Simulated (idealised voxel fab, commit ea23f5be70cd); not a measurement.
Proc. module: voxel lift off
We display cut, a cross-section 290 nm in width whose square cells are each 5 nm.
Notation: cross-section as square-cell grid; stated in bands, top first, going down; one or more cell rows per band.
It is stipulated that each band's entry specify, in nanometres, the height of the top of the band and then that of its bottom, followed by the materials of the band in left-to-right sequence, each together with its width in nanometres. A single material marked by the word "all across" is understood to fill the band from edge to edge; the word "air" is understood to denote empty space.
Heights are reckoned from 0. Under this level, the received wafer is all of one material. The bottommost band is open-ended downward, for example "0 down".
So if you see something like "30 to 40" for the width, read it as the top row of the band sitting at the first number and the bottom row at the second, with every row in between moving by the same amount as the last.
You'll sometimes find "remains unaltered" written for a step, and that's the way of saying that nowhere in the cross-section did a cell change during that step.
Enclosed voids: empty space of 8 cells or more with no open way to the top, each as width x height at its distance from the left edge, in nm
The remark found on a step's line after its settings is issued by the simulator itself and pertains to that step.
The "overlay nm" setting may appear on a step's line; for a step that uses a mask, it gives how far to the right of its planned position the mask lay, and a negative value indicates the left.

Process steps (planned):
1. RECEIVE (material Si)
2. CONFORMAL_DEP (material SiN; thk nm 15)
3. PATTERN (tone open; mask id LINES; material resist; width nm 15; pitch nm 35; thk nm 15; overlay nm 0)
4. DIRECTIONAL_DEP (material Ru; thk nm 5)
5. STRIP (etch materials resist)
6. CONFORMAL_DEP (material SiCN; thk nm 10)

As-received state of the wafer in cross-section, equivalent to post-step 1:
    0 down: Si all across
    Enclosed voids: none

Final wafer profile in cross-section after the module, from the same start and plan as above, with one mistake made during processing:
    30 to 25: 75 nm air / 145 nm SiCN / 70 nm air
    25 to 20: SiCN all across
    20 to 15: 85 nm SiCN / 20 nm Ru / 15 nm SiCN / 20 nm Ru / 15 nm SiCN / 20 nm Ru / 15 nm SiCN / 20 nm Ru / 80 nm SiCN
    15 to 0: SiN all across
    0 down: Si all across
    Enclosed voids: none
The mistake made against the process plan was this: step 3 ran differently from the plan; actual operation with settings: PATTERN (tone open; mask id LINES; material resist; width nm 20; pitch nm 35; thk nm 15; overlay nm 0)
